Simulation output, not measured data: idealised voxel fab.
Module name: voxel transistor to metal (process module)
The cross-section shown here is cut; it is 190 nm wide and divided into square cells measuring 5 nm on a side.
How to read a cross-section here: the picture is a grid of square cells, written as bands going from the top down, and any band can span one or more rows of cells. In this notation a band is specified by the heights of its top and bottom, in that order and in nm, after which its materials appear from left to right, each paired with its width in nm. The word "full width" attached to a single material means that material fills the band from edge to edge; the word "air" stands for empty space. For the purposes of this specification, 0 denotes the height below which the wafer in its as-received condition is composed wholly of one material, and the lowermost band, lacking a lower limit, extends downward without end, as expressed in "from 0 down". When a width is written as two numbers, as in "30->40", the first number is the width in the top row of cells of the band and the second is the width in its bottom row, and the width changes by the same amount from each row to the next. Key: "nothing changed" - step with no changed cell in the cross-section. Entry "Trapped cavities" = empty spaces >= 8 cells with no open way to the top; each as width x height at distance, distance from left edge, all nm. Step line, after settings: the simulator's comment on this step. On any step carrying a mask, the "overlay nm" setting, if present on the step's line, tells how far right of its planned place the mask lay; negative values point to the left. Read each pair as before and after one process step. The after cross-section shows only down to the lowest band that changed. The step between them and its settings are given below the pair. Pairs can come from different runs of this module on the same starting wafer. A pair continues from the pair above only where its "before" entry says so.

# before
* from 45 to 30 | 45 SiO2 / 30 air / 35 SiO2 / 30 air / 50 SiO2
* from 30 to 20 | 45 SiO2 / 25 air / 5 SiN / 5 SiO2 / 25 SiCN / 5 SiO2 / 5 SiN / 25 air / 50 SiO2
* from 20 to 0 | 45 SiO2 / 25 air / 5 SiN / 5 SiO2 / 25 polySi / 5 SiO2 / 5 SiN / 25 air / 50 SiO2
* from 0 to -5 | 45 SiO2 / 15 air / 10 SiGe / 5 SiN / 5 SiO2 / 25 polySi / 5 SiO2 / 5 SiN / 10 SiGe / 15 air / 50 SiO2
* from -5 to -10 | 25 SiO2 / 5 SiN / 15 SiO2 / 15 air / 10 SiGe / 45 SiO2 / 10 SiGe / 15 air / 15 SiO2 / 5 SiN / 30 SiO2
* from -10 to -20 | 25 SiO2 / 5 SiN / 10 SiO2 / 30 SiGe / 45 Si / 30 SiGe / 10 SiO2 / 5 SiN / 30 SiO2
* from -20 to -25 | 40 SiO2 / 105 Si / 45 SiO2
* from -25 to -35 | 35 SiO2 / 115 Si / 40 SiO2
* from -35 down | Si full width
* Trapped cavities: none

# Post-Step Snapshot
* from 50 to 45 | 50 TiN / 20 air / 45 TiN / 20 air / 55 TiN
* from 45 to 35 | 45 SiO2 / 5 TiN / 20 air / 5 TiN / 35 SiO2 / 5 TiN / 20 air / 5 TiN / 50 SiO2
* from 35 to 30 | 45 SiO2 / 5 TiN / 15 air / 10 TiN / 35 SiO2 / 10 TiN / 15 air / 5 TiN / 50 SiO2
* from 30 to 20 | 45 SiO2 / 5 TiN / 15 air / 5 TiN / 5 SiN / 5 SiO2 / 25 SiCN / 5 SiO2 / 5 SiN / 5 TiN / 15 air / 5 TiN / 50 SiO2
* from 20 to 5 | 45 SiO2 / 5 TiN / 15 air / 5 TiN / 5 SiN / 5 SiO2 / 25 polySi / 5 SiO2 / 5 SiN / 5 TiN / 15 air / 5 TiN / 50 SiO2
* from 5 to 0 | 45 SiO2 / 5 TiN / 5 air / 15 TiN / 5 SiN / 5 SiO2 / 25 polySi / 5 SiO2 / 5 SiN / 15 TiN / 5 air / 5 TiN / 50 SiO2
* from 0 to -5 | 45 SiO2 / 5 TiN / 5 air / 5 TiN / 10 SiGe / 5 SiN / 5 SiO2 / 25 polySi / 5 SiO2 / 5 SiN / 10 SiGe / 5 TiN / 5 air / 5 TiN / 50 SiO2
* from -5 to -10 | 25 SiO2 / 5 SiN / 15 SiO2 / 15 TiN / 10 SiGe / 45 SiO2 / 10 SiGe / 15 TiN / 15 SiO2 / 5 SiN / 30 SiO2
* Rest of section, below -10: as before.
* Trapped cavities: none
The before and after cross-sections above differ by one step: CONFORMAL_DEP: material TiN, thk nm 5

before: starting point is the after cross-section of the pair just above.

# Post-Step Snapshot
* from 55 to 50 | Ru full width
* from 50 to 45 | 50 TiN / 20 Ru / 45 TiN / 20 Ru / 55 TiN
* from 45 to 35 | 45 SiO2 / 5 TiN / 20 Ru / 5 TiN / 35 SiO2 / 5 TiN / 20 Ru / 5 TiN / 50 SiO2
* from 35 to 30 | 45 SiO2 / 5 TiN / 15 Ru / 10 TiN / 35 SiO2 / 10 TiN / 15 Ru / 5 TiN / 50 SiO2
* from 30 to 20 | 45 SiO2 / 5 TiN / 15 Ru / 5 TiN / 5 SiN / 5 SiO2 / 25 SiCN / 5 SiO2 / 5 SiN / 5 TiN / 15 Ru / 5 TiN / 50 SiO2
* from 20 to 5 | 45 SiO2 / 5 TiN / 15 Ru / 5 TiN / 5 SiN / 5 SiO2 / 25 polySi / 5 SiO2 / 5 SiN / 5 TiN / 15 Ru / 5 TiN / 50 SiO2
* from 5 to 0 | 45 SiO2 / 5 TiN / 5 Ru / 15 TiN / 5 SiN / 5 SiO2 / 25 polySi / 5 SiO2 / 5 SiN / 15 TiN / 5 Ru / 5 TiN / 50 SiO2
* from 0 to -5 | 45 SiO2 / 5 TiN / 5 Ru / 5 TiN / 10 SiGe / 5 SiN / 5 SiO2 / 25 polySi / 5 SiO2 / 5 SiN / 10 SiGe / 5 TiN / 5 Ru / 5 TiN / 50 SiO2
* Rest of section, below -5: as before.
* Trapped cavities: none
The before and after cross-sections above differ by one step: FILL_DEP: material Ru, thk nm 5

before: starting point is the after cross-section of the pair just above.

# Post-Step Snapshot
* from 45 to 35 | 45 SiO2 / 5 TiN / 20 Ru / 5 TiN / 35 SiO2 / 5 TiN / 20 Ru / 5 TiN / 50 SiO2
* Rest of section, below 35: as before.
* Trapped cavities: none
The before and after cross-sections above differ by one step: CMP: height nm 45

before: starting point is the after cross-section of the pair just above.

# Post-Step Snapshot
* from 50 to 45 | TiN full width
* Rest of section, below 45: as before.
* Trapped cavities: none
The before and after cross-sections above differ by one step: DIRECTIONAL_DEP: material TiN, thk nm 5

before: starting point is the after cross-section of the pair just above.

# Post-Step Snapshot
* from 75 to 50 | Ru full width
* Rest of section, below 50: as before.
* Trapped cavities: none
The before and after cross-sections above differ by one step: DIRECTIONAL_DEP: material Ru, thk nm 25

before: starting point is the after cross-section of the pair just above.

# Post-Step Snapshot
* from 90 to 75 | 45 air / 20 resist / 55 air / 20 resist / 50 air
* Rest of section, below 75: as before.
* Trapped cavities: none
The before and after cross-sections above differ by one step: PATTERN: tone cover, mask id METAL_1, material resist, width nm 20, pitch nm 75, thk nm 15, overlay nm 0

before: starting point is the after cross-section of the pair just above.

# Post-Step Snapshot
* from 90 to 75 | 45 air / 20 resist / 55 air / 20 resist / 50 air
* from 75 to 50 | 45 air / 20 Ru / 55 air / 20 Ru / 50 air
* Rest of section, below 50: as before.
* Trapped cavities: none
The before and after cross-sections above differ by one step: DIRECTIONAL_ETCH: etch materials Ru, depth nm 25

before: starting point is the after cross-section of the pair just above.

# Post-Step Snapshot
* from 90 to 75 | 45 air / 20 resist / 55 air / 20 resist / 50 air
* from 75 to 50 | 45 air / 20 Ru / 55 air / 20 Ru / 50 air
* from 50 to 45 | 45 air / 20 TiN / 55 air / 20 TiN / 50 air
* Rest of section, below 45: as before.
* Trapped cavities: none
The before and after cross-sections above differ by one step: DIRECTIONAL_ETCH: etch materials TiN, depth nm 5

before: starting point is the after cross-section of the pair just above.

# Post-Step Snapshot
* from 75 to 50 | 45 air / 20 Ru / 55 air / 20 Ru / 50 air
* Rest of section, below 50: as before.
* Trapped cavities: none
The before and after cross-sections above differ by one step: STRIP: etch materials resist

before: starting point is the after cross-section of the pair just above.

# Post-Step Snapshot
* from 85 to 75 | lowk full width
* from 75 to 50 | 45 lowk / 20 Ru / 55 lowk / 20 Ru / 50 lowk
* from 50 to 45 | 45 lowk / 20 TiN / 55 lowk / 20 TiN / 50 lowk
* Rest of section, below 45: as before.
* Trapped cavities: none
The before and after cross-sections above differ by one step: FILL_DEP: material lowk, thk nm 10

before: starting point is the after cross-section of the pair just above.

# Post-Step Snapshot
* from 75 to 50 | 45 lowk / 20 Ru / 55 lowk / 20 Ru / 50 lowk
* Rest of section, below 50: as before.
* Trapped cavities: none
The before and after cross-sections above differ by one step: CMP: height nm 75

before: starting point is the after cross-section of the pair just above.

# Post-Step Snapshot
* from 80 to 75 | SiCN full width
* Rest of section, below 75: as before.
* Trapped cavities: none
The before and after cross-sections above differ by one step: CONFORMAL_DEP: material SiCN, thk nm 5

before: starting point is the after cross-section of the pair just above.

# Post-Step Snapshot
* from 105 to 80 | SiO2 full width
* Rest of section, below 80: as before.
* Trapped cavities: none
The before and after cross-sections above differ by one step: DIRECTIONAL_DEP: material SiO2, thk nm 25

before: starting point is the after cross-section of the pair just above.

# Post-Step Snapshot
* from 125 to 105 | 45 resist / 20 air / 55 resist / 20 air / 50 resist
* Rest of section, below 105: as before.
* Trapped cavities: none
The before and after cross-sections above differ by one step: PATTERN: tone open, mask id METAL_2, material resist, width nm 20, pitch nm 75, thk nm 20, overlay nm 0

before: starting point is the after cross-section of the pair just above.

# Post-Step Snapshot
* from 125 to 105 | 45 resist / 20 air / 55 resist / 20 air / 50 resist
* from 105 to 90 | 45 SiO2 / 20 air / 55 SiO2 / 20 air / 50 SiO2
* Rest of section, below 90: as before.
* Trapped cavities: none
The before and after cross-sections above differ by one step: DIRECTIONAL_ETCH: etch materials SiO2, depth nm 15

before: starting point is the after cross-section of the pair just above.

# Post-Step Snapshot
* from 105 to 90 | 45 SiO2 / 20 air / 55 SiO2 / 20 air / 50 SiO2
* Rest of section, below 90: as before.
* Trapped cavities: none
The before and after cross-sections above differ by one step: STRIP: etch materials resist

before: starting point is the after cross-section of the pair just above.

# Post-Step Snapshot
* from 120 to 105 | 45 aC / 20 air / 55 aC / 20 air / 50 aC
* from 105 to 90 | 45 SiO2 / 20 aC / 55 SiO2 / 20 aC / 50 SiO2
* Rest of section, below 90: as before.
* Trapped cavities: none
The before and after cross-sections above differ by one step: DIRECTIONAL_DEP: material aC, thk nm 15

before: starting point is the after cross-section of the pair just above.

# Post-Step Snapshot
* from 155 to 120 | 45 resist / 15 air / 60 resist / 15 air / 55 resist
* from 120 to 105 | 45 aC / 15 air / 5 resist / 55 aC / 15 air / 5 resist / 50 aC
* Rest of section, below 105: as before.
* Trapped cavities: none
The before and after cross-sections above differ by one step: PATTERN: tone open, mask id METAL_2_HOLES, material resist, width nm 15, pitch nm 75, thk nm 35, overlay nm 0

before: starting point is the after cross-section of the pair just above.

# Post-Step Snapshot
* from 140 to 120 | 45 resist / 15 air / 60 resist / 15 air / 55 resist
* from 120 to 105 | 45 aC / 15 air / 5 resist / 55 aC / 15 air / 5 resist / 50 aC
* from 105 to 90 | 45 SiO2 / 15 air / 5 aC / 55 SiO2 / 15 air / 5 aC / 50 SiO2
* Rest of section, below 90: as before.
* Trapped cavities: none
The before and after cross-sections above differ by one step: DIRECTIONAL_ETCH: etch materials aC, depth nm 15

before: starting point is the after cross-section of the pair just above.

# Post-Step Snapshot
* from 120 to 105 | 45 aC / 20 air / 55 aC / 20 air / 50 aC
* Rest of section, below 105: as before.
* Trapped cavities: none
The before and after cross-sections above differ by one step: STRIP: etch materials resist

before: starting point is the after cross-section of the pair just above.

# Post-Step Snapshot
* from 120 to 105 | 45 aC / 20 air / 55 aC / 20 air / 50 aC
* from 105 to 90 | 45 SiO2 / 15 air / 5 aC / 55 SiO2 / 15 air / 5 aC / 50 SiO2
* from 90 to 80 | 45 SiO2 / 15 air / 60 SiO2 / 15 air / 55 SiO2
* Rest of section, below 80: as before.
* Trapped cavities: none
The before and after cross-sections above differ by one step: DIRECTIONAL_ETCH: etch materials SiO2, depth nm 10

before: starting point is the after cross-section of the pair just above.

# Post-Step Snapshot
* from 120 to 105 | 45 aC / 20 air / 55 aC / 20 air / 50 aC
* from 105 to 90 | 45 SiO2 / 15 air / 5 aC / 55 SiO2 / 15 air / 5 aC / 50 SiO2
* from 90 to 80 | 45 SiO2 / 15 air / 60 SiO2 / 15 air / 55 SiO2
* from 80 to 75 | 45 SiCN / 15 air / 60 SiCN / 15 air / 55 SiCN
* Rest of section, below 75: as before.
* Trapped cavities: none
The before and after cross-sections above differ by one step: DIRECTIONAL_ETCH: etch materials SiCN, depth nm 5

before: starting point is the after cross-section of the pair just above.

# Post-Step Snapshot
* from 105 to 90 | 45 SiO2 / 20 air / 55 SiO2 / 20 air / 50 SiO2
* Rest of section, below 90: as before.
* Trapped cavities: none
The before and after cross-sections above differ by one step: STRIP: etch materials aC

before: starting point is the after cross-section of the pair just above.

# Post-Step Snapshot
* from 110 to 105 | 50 TiN / 10 air / 65 TiN / 10 air / 55 TiN
* from 105 to 95 | 45 SiO2 / 5 TiN / 10 air / 5 TiN / 55 SiO2 / 5 TiN / 10 air / 5 TiN / 50 SiO2
* from 95 to 90 | 45 SiO2 / 5 TiN / 5 air / 10 TiN / 55 SiO2 / 5 TiN / 5 air / 10 TiN / 50 SiO2
* from 90 to 80 | 45 SiO2 / 5 TiN / 5 air / 5 TiN / 60 SiO2 / 5 TiN / 5 air / 5 TiN / 55 SiO2
* from 80 to 75 | 45 SiCN / 15 TiN / 60 SiCN / 15 TiN / 55 SiCN
* Rest of section, below 75: as before.
* Trapped cavities: none
The before and after cross-sections above differ by one step: CONFORMAL_DEP: material TiN, thk nm 5

before: starting point is the after cross-section of the pair just above.

# Post-Step Snapshot
* from 115 to 110 | Cu full width
* from 110 to 105 | 50 TiN / 10 Cu / 65 TiN / 10 Cu / 55 TiN
* from 105 to 95 | 45 SiO2 / 5 TiN / 10 Cu / 5 TiN / 55 SiO2 / 5 TiN / 10 Cu / 5 TiN / 50 SiO2
* from 95 to 90 | 45 SiO2 / 5 TiN / 5 Cu / 10 TiN / 55 SiO2 / 5 TiN / 5 Cu / 10 TiN / 50 SiO2
* from 90 to 80 | 45 SiO2 / 5 TiN / 5 Cu / 5 TiN / 60 SiO2 / 5 TiN / 5 Cu / 5 TiN / 55 SiO2
* Rest of section, below 80: as before.
* Trapped cavities: none
The before and after cross-sections above differ by one step: FILL_DEP: material Cu, thk nm 5

before: starting point is the after cross-section of the pair just above.

# Post-Step Snapshot
* from 105 to 95 | 45 SiO2 / 5 TiN / 10 Cu / 5 TiN / 55 SiO2 / 5 TiN / 10 Cu / 5 TiN / 50 SiO2
* Rest of section, below 95: as before.
* Trapped cavities: none
The before and after cross-sections above differ by one step: CMP: height nm 105

before: starting point is the after cross-section of the pair just above.

# Post-Step Snapshot
* from 110 to 105 | SiCN full width
* Rest of section, below 105: as before.
* Trapped cavities: none
The before and after cross-sections above differ by one step: CONFORMAL_DEP: material SiCN, thk nm 5

# before
* from 75 to 50 | 45 lowk / 20 Ru / 55 lowk / 20 Ru / 50 lowk
* from 50 to 45 | 45 lowk / 20 TiN / 55 lowk / 20 TiN / 50 lowk
* from 45 to 35 | 45 SiO2 / 5 TiN / 20 Ru / 5 TiN / 35 SiO2 / 5 TiN / 20 Ru / 5 TiN / 50 SiO2
* from 35 to 30 | 45 SiO2 / 5 TiN / 15 Ru / 10 TiN / 35 SiO2 / 10 TiN / 15 Ru / 5 TiN / 50 SiO2
* from 30 to 20 | 45 SiO2 / 5 TiN / 15 Ru / 5 TiN / 5 SiN / 5 SiO2 / 25 SiCN / 5 SiO2 / 5 SiN / 5 TiN / 15 Ru / 5 TiN / 50 SiO2
* from 20 to 5 | 45 SiO2 / 5 TiN / 15 Ru / 5 TiN / 5 SiN / 5 SiO2 / 25 polySi / 5 SiO2 / 5 SiN / 5 TiN / 15 Ru / 5 TiN / 50 SiO2
* from 5 to 0 | 45 SiO2 / 5 TiN / 5 Ru / 15 TiN / 5 SiN / 5 SiO2 / 25 polySi / 5 SiO2 / 5 SiN / 15 TiN / 5 Ru / 5 TiN / 50 SiO2
* from 0 to -5 | 45 SiO2 / 5 TiN / 5 Ru / 5 TiN / 10 SiGe / 5 SiN / 5 SiO2 / 25 polySi / 5 SiO2 / 5 SiN / 10 SiGe / 5 TiN / 5 Ru / 5 TiN / 50 SiO2
* from -5 to -10 | 45 SiO2 / 15 TiN / 10 SiGe / 45 SiO2 / 10 SiGe / 15 TiN / 50 SiO2
* from -10 to -20 | 35 SiO2 / 35 SiGe / 45 Si / 35 SiGe / 40 SiO2
* from -20 to -35 | 35 SiO2 / 115 Si / 40 SiO2
* from -35 down | Si full width
* Trapped cavities: none

# Post-Step Snapshot
* from 100 to 75 | SiO2 full width
* Rest of section, below 75: as before.
* Trapped cavities: none
The before and after cross-sections above differ by one step: DIRECTIONAL_DEP: material SiO2, thk nm 25

before: starting point is the after cross-section of the pair just above.

# Post-Step Snapshot
* from 105 to 100 | SiCN full width
* Rest of section, below 100: as before.
* Trapped cavities: none
The before and after cross-sections above differ by one step: CONFORMAL_DEP: material SiCN, thk nm 5

before: starting point is the after cross-section of the pair just above.

# Post-Step Snapshot
* from 125 to 105 | 45 resist / 20 air / 55 resist / 20 air / 50 resist
* Rest of section, below 105: as before.
* Trapped cavities: none
The before and after cross-sections above differ by one step: PATTERN: tone open, mask id METAL_2, material resist, width nm 20, pitch nm 75, thk nm 20, overlay nm 0

before: starting point is the after cross-section of the pair just above.

# Post-Step Snapshot
* from 105 to 100 | SiCN full width
* Rest of section, below 100: as before.
* Trapped cavities: none
The before and after cross-sections above differ by one step: STRIP: etch materials resist

before: starting point is the after cross-section of the pair just above.

# Post-Step Snapshot
* from 120 to 105 | aC full width
* Rest of section, below 105: as before.
* Trapped cavities: none
The before and after cross-sections above differ by one step: DIRECTIONAL_DEP: material aC, thk nm 15

before: starting point is the after cross-section of the pair just above.

# Post-Step Snapshot
* from 155 to 120 | 45 resist / 15 air / 60 resist / 15 air / 55 resist
* Rest of section, below 120: as before.
* Trapped cavities: none
The before and after cross-sections above differ by one step: PATTERN: tone open, mask id METAL_2_HOLES, material resist, width nm 15, pitch nm 75, thk nm 35, overlay nm 0

before: starting point is the after cross-section of the pair just above.

# Post-Step Snapshot
* from 140 to 120 | 45 resist / 15 air / 60 resist / 15 air / 55 resist
* from 120 to 105 | 45 aC / 15 air / 60 aC / 15 air / 55 aC
* Rest of section, below 105: as before.
* Trapped cavities: none
The before and after cross-sections above differ by one step: DIRECTIONAL_ETCH: etch materials aC, depth nm 15

before: starting point is the after cross-section of the pair just above.

# Post-Step Snapshot
* from 120 to 105 | 45 aC / 15 air / 60 aC / 15 air / 55 aC
* Rest of section, below 105: as before.
* Trapped cavities: none
The before and after cross-sections above differ by one step: STRIP: etch materials resist

before: starting point is the after cross-section of the pair just above.

# Post-Step Snapshot
* from 120 to 105 | 45 aC / 15 air / 60 aC / 15 air / 55 aC
* from 105 to 100 | 45 SiCN / 15 air / 60 SiCN / 15 air / 55 SiCN
* Rest of section, below 100: as before.
* Trapped cavities: none
The before and after cross-sections above differ by one step: DIRECTIONAL_ETCH: etch materials SiCN, depth nm 5

before: starting point is the after cross-section of the pair just above.

# Post-Step Snapshot
* from 105 to 100 | 45 SiCN / 15 air / 60 SiCN / 15 air / 55 SiCN
* Rest of section, below 100: as before.
* Trapped cavities: none
The before and after cross-sections above differ by one step: STRIP: etch materials aC

before: starting point is the after cross-section of the pair just above.

# Post-Step Snapshot
* from 110 to 105 | 50 TiN / 5 air / 70 TiN / 5 air / 60 TiN
* from 105 to 100 | 45 SiCN / 15 TiN / 60 SiCN / 15 TiN / 55 SiCN
* Rest of section, below 100: as before.
* Trapped cavities: none
The before and after cross-sections above differ by one step: CONFORMAL_DEP: material TiN, thk nm 5

before: starting point is the after cross-section of the pair just above.

# Post-Step Snapshot
* from 115 to 110 | Cu full width
* from 110 to 105 | 50 TiN / 5 Cu / 70 TiN / 5 Cu / 60 TiN
* Rest of section, below 105: as before.
* Trapped cavities: none
The before and after cross-sections above differ by one step: FILL_DEP: material Cu, thk nm 5

before: starting point is the after cross-section of the pair just above.

# Post-Step Snapshot
* from 105 to 100 | 45 SiCN / 15 TiN / 60 SiCN / 15 TiN / 55 SiCN
* Rest of section, below 100: as before.
* Trapped cavities: none
The before and after cross-sections above differ by one step: CMP: height nm 105

before: starting point is the after cross-section of the pair just above.

# Post-Step Snapshot
* from 110 to 105 | SiCN full width
* Rest of section, below 105: as before.
* Trapped cavities: none
The before and after cross-sections above differ by one step: CONFORMAL_DEP: material SiCN, thk nm 5

# before
* from 30 to 25 | 70 air / 5 SiN / 5 air / 25 SiCN / 5 air / 5 SiN / 75 air
* from 25 to 20 | 70 air / 5 SiN / 5 SiO2 / 25 SiCN / 5 SiO2 / 5 SiN / 75 air
* from 20 to -5 | 70 air / 5 SiN / 5 SiO2 / 25 polySi / 5 SiO2 / 5 SiN / 75 air
* from -5 to -10 | 70 air / 45 SiO2 / 75 air
* from -10 to -20 | 35 SiO2 / 35 air / 45 Si / 35 air / 40 SiO2
* from -20 to -35 | 35 SiO2 / 115 Si / 40 SiO2
* from -35 down | Si full width
* Trapped cavities: none

# Post-Step Snapshot
* from 30 to 25 | 70 air / 5 SiN / 5 air / 25 SiCN / 5 air / 5 SiN / 75 air
* from 25 to 20 | 70 air / 5 SiN / 5 SiO2 / 25 SiCN / 5 SiO2 / 5 SiN / 75 air
* from 20 to 5 | 70 air / 5 SiN / 5 SiO2 / 25 polySi / 5 SiO2 / 5 SiN / 75 air
* from 5 to -5 | 55 air / 15 SiGe / 5 SiN / 5 SiO2 / 25 polySi / 5 SiO2 / 5 SiN / 15 SiGe / 60 air
* from -5 to -10 | 30 air / 40 SiGe / 45 SiO2 / 40 SiGe / 35 air
* from -10 to -20 | 35 SiO2 / 35 SiGe / 45 Si / 35 SiGe / 40 SiO2
* Rest of section, below -20: as before.
* Trapped cavities: none
The before and after cross-sections above differ by one step: EPI: material SiGe, thk nm 15

before: starting point is the after cross-section of the pair just above.

# Post-Step Snapshot
* from 35 to 30 | SiO2 full width
* from 30 to 20 | 70 SiO2 / 5 SiN / 5 SiO2 / 25 SiCN / 5 SiO2 / 5 SiN / 75 SiO2
* from 20 to 5 | 70 SiO2 / 5 SiN / 5 SiO2 / 25 polySi / 5 SiO2 / 5 SiN / 75 SiO2
* from 5 to -5 | 55 SiO2 / 15 SiGe / 5 SiN / 5 SiO2 / 25 polySi / 5 SiO2 / 5 SiN / 15 SiGe / 60 SiO2
* from -5 to -10 | 30 SiO2 / 40 SiGe / 45 SiO2 / 40 SiGe / 35 SiO2
* Rest of section, below -10: as before.
* Trapped cavities: none
The before and after cross-sections above differ by one step: FILL_DEP: material SiO2, thk nm 5

before: starting point is the after cross-section of the pair just above.

# Post-Step Snapshot
* from 30 to 20 | 70 SiO2 / 5 SiN / 5 SiO2 / 25 SiCN / 5 SiO2 / 5 SiN / 75 SiO2
* Rest of section, below 20: as before.
* Trapped cavities: none
The before and after cross-sections above differ by one step: CMP: height nm 30

before: starting point is the after cross-section of the pair just above.

# Post-Step Snapshot
* from 45 to 30 | SiO2 full width
* Rest of section, below 30: as before.
* Trapped cavities: none
The before and after cross-sections above differ by one step: DIRECTIONAL_DEP: material SiO2, thk nm 15

before: starting point is the after cross-section of the pair just above.

# Post-Step Snapshot
* from 60 to 45 | aC full width
* Rest of section, below 45: as before.
* Trapped cavities: none
The before and after cross-sections above differ by one step: DIRECTIONAL_DEP: material aC, thk nm 15

before: starting point is the after cross-section of the pair just above.

# Post-Step Snapshot
* from 90 to 60 | 45 resist / 30 air / 35 resist / 30 air / 50 resist
* Rest of section, below 60: as before.
* Trapped cavities: none
The before and after cross-sections above differ by one step: PATTERN: tone open, mask id CONTACT, material resist, width nm 30, pitch nm 65, thk nm 30, overlay nm 0

before: starting point is the after cross-section of the pair just above.

# Post-Step Snapshot
* from 75 to 60 | 45 resist / 30 air / 35 resist / 30 air / 50 resist
* from 60 to 45 | 45 aC / 30 air / 35 aC / 30 air / 50 aC
* Rest of section, below 45: as before.
* Trapped cavities: none
The before and after cross-sections above differ by one step: DIRECTIONAL_ETCH: etch materials aC, depth nm 15

before: starting point is the after cross-section of the pair just above.

# Post-Step Snapshot
* from 60 to 45 | 45 aC / 30 air / 35 aC / 30 air / 50 aC
* Rest of section, below 45: as before.
* Trapped cavities: none
The before and after cross-sections above differ by one step: STRIP: etch materials resist

before: starting point is the after cross-section of the pair just above.

# Post-Step Snapshot
* from 60 to 45 | 45 aC / 30 air / 35 aC / 30 air / 50 aC
* from 45 to 30 | 45 SiO2 / 30 air / 35 SiO2 / 30 air / 50 SiO2
* from 30 to 20 | 45 SiO2 / 25 air / 5 SiN / 5 SiO2 / 25 SiCN / 5 SiO2 / 5 SiN / 25 air / 50 SiO2
* from 20 to 5 | 45 SiO2 / 25 air / 5 SiN / 5 SiO2 / 25 polySi / 5 SiO2 / 5 SiN / 25 air / 50 SiO2
* from 5 to -5 | 45 SiO2 / 10 air / 15 SiGe / 5 SiN / 5 SiO2 / 25 polySi / 5 SiO2 / 5 SiN / 15 SiGe / 10 air / 50 SiO2
* Rest of section, below -5: as before.
* Trapped cavities: none
The before and after cross-sections above differ by one step: DIRECTIONAL_ETCH: etch materials SiO2, depth nm 55

before: starting point is the after cross-section of the pair just above.

# Post-Step Snapshot
* from 45 to 30 | 45 SiO2 / 30 air / 35 SiO2 / 30 air / 50 SiO2
* Rest of section, below 30: as before.
* Trapped cavities: none
The before and after cross-sections above differ by one step: STRIP: etch materials aC

before: starting point is the after cross-section of the pair just above.

# Post-Step Snapshot
* from 50 to 45 | 50 TiN / 20 air / 45 TiN / 20 air / 55 TiN
* from 45 to 35 | 45 SiO2 / 5 TiN / 20 air / 5 TiN / 35 SiO2 / 5 TiN / 20 air / 5 TiN / 50 SiO2
* from 35 to 30 | 45 SiO2 / 5 TiN / 15 air / 10 TiN / 35 SiO2 / 10 TiN / 15 air / 5 TiN / 50 SiO2
* from 30 to 20 | 45 SiO2 / 5 TiN / 15 air / 5 TiN / 5 SiN / 5 SiO2 / 25 SiCN / 5 SiO2 / 5 SiN / 5 TiN / 15 air / 5 TiN / 50 SiO2
* from 20 to 10 | 45 SiO2 / 5 TiN / 15 air / 5 TiN / 5 SiN / 5 SiO2 / 25 polySi / 5 SiO2 / 5 SiN / 5 TiN / 15 air / 5 TiN / 50 SiO2
* from 10 to 5 | 45 SiO2 / 25 TiN / 5 SiN / 5 SiO2 / 25 polySi / 5 SiO2 / 5 SiN / 25 TiN / 50 SiO2
* from 5 to -5 | 45 SiO2 / 10 TiN / 15 SiGe / 5 SiN / 5 SiO2 / 25 polySi / 5 SiO2 / 5 SiN / 15 SiGe / 10 TiN / 50 SiO2
* Rest of section, below -5: as before.
* Trapped cavities: none
The before and after cross-sections above differ by one step: CONFORMAL_DEP: material TiN, thk nm 5

before: starting point is the after cross-section of the pair just above.

# Post-Step Snapshot
* from 55 to 50 | Ru full width
* from 50 to 45 | 50 TiN / 20 Ru / 45 TiN / 20 Ru / 55 TiN
* from 45 to 35 | 45 SiO2 / 5 TiN / 20 Ru / 5 TiN / 35 SiO2 / 5 TiN / 20 Ru / 5 TiN / 50 SiO2
* from 35 to 30 | 45 SiO2 / 5 TiN / 15 Ru / 10 TiN / 35 SiO2 / 10 TiN / 15 Ru / 5 TiN / 50 SiO2
* from 30 to 20 | 45 SiO2 / 5 TiN / 15 Ru / 5 TiN / 5 SiN / 5 SiO2 / 25 SiCN / 5 SiO2 / 5 SiN / 5 TiN / 15 Ru / 5 TiN / 50 SiO2
* from 20 to 10 | 45 SiO2 / 5 TiN / 15 Ru / 5 TiN / 5 SiN / 5 SiO2 / 25 polySi / 5 SiO2 / 5 SiN / 5 TiN / 15 Ru / 5 TiN / 50 SiO2
* Rest of section, below 10: as before.
* Trapped cavities: none
The before and after cross-sections above differ by one step: FILL_DEP: material Ru, thk nm 5

before: starting point is the after cross-section of the pair just above.

# Post-Step Snapshot
* from 45 to 35 | 45 SiO2 / 5 TiN / 20 Ru / 5 TiN / 35 SiO2 / 5 TiN / 20 Ru / 5 TiN / 50 SiO2
* Rest of section, below 35: as before.
* Trapped cavities: none
The before and after cross-sections above differ by one step: CMP: height nm 45

before: starting point is the after cross-section of the pair just above.

# Post-Step Snapshot
* from 50 to 45 | TiN full width
* Rest of section, below 45: as before.
* Trapped cavities: none
The before and after cross-sections above differ by one step: DIRECTIONAL_DEP: material TiN, thk nm 5

before: starting point is the after cross-section of the pair just above.

# Post-Step Snapshot
* from 75 to 50 | Ru full width
* Rest of section, below 50: as before.
* Trapped cavities: none
The before and after cross-sections above differ by one step: DIRECTIONAL_DEP: material Ru, thk nm 25

before: starting point is the after cross-section of the pair just above.

# Post-Step Snapshot
* from 90 to 75 | 45 air / 20 resist / 55 air / 20 resist / 50 air
* Rest of section, below 75: as before.
* Trapped cavities: none
The before and after cross-sections above differ by one step: PATTERN: tone cover, mask id METAL_1, material resist, width nm 20, pitch nm 75, thk nm 15, overlay nm 0

before: starting point is the after cross-section of the pair just above.

# Post-Step Snapshot
* from 90 to 75 | 45 air / 20 resist / 55 air / 20 resist / 50 air
* from 75 to 50 | 45 air / 20 Ru / 55 air / 20 Ru / 50 air
* Rest of section, below 50: as before.
* Trapped cavities: none
The before and after cross-sections above differ by one step: DIRECTIONAL_ETCH: etch materials Ru, depth nm 25

before: starting point is the after cross-section of the pair just above.

# Post-Step Snapshot
* from 90 to 75 | 45 air / 20 resist / 55 air / 20 resist / 50 air
* from 75 to 50 | 45 air / 20 Ru / 55 air / 20 Ru / 50 air
* from 50 to 45 | 45 air / 20 TiN / 55 air / 20 TiN / 50 air
* Rest of section, below 45: as before.
* Trapped cavities: none
The before and after cross-sections above differ by one step: DIRECTIONAL_ETCH: etch materials TiN, depth nm 5

before: starting point is the after cross-section of the pair just above.

# Post-Step Snapshot
* from 75 to 50 | 45 air / 20 Ru / 55 air / 20 Ru / 50 air
* Rest of section, below 50: as before.
* Trapped cavities: none
The before and after cross-sections above differ by one step: STRIP: etch materials resist

before: starting point is the after cross-section of the pair just above.

# Post-Step Snapshot
* from 85 to 75 | lowk full width
* from 75 to 50 | 45 lowk / 20 Ru / 55 lowk / 20 Ru / 50 lowk
* from 50 to 45 | 45 lowk / 20 TiN / 55 lowk / 20 TiN / 50 lowk
* Rest of section, below 45: as before.
* Trapped cavities: none
The before and after cross-sections above differ by one step: FILL_DEP: material lowk, thk nm 10
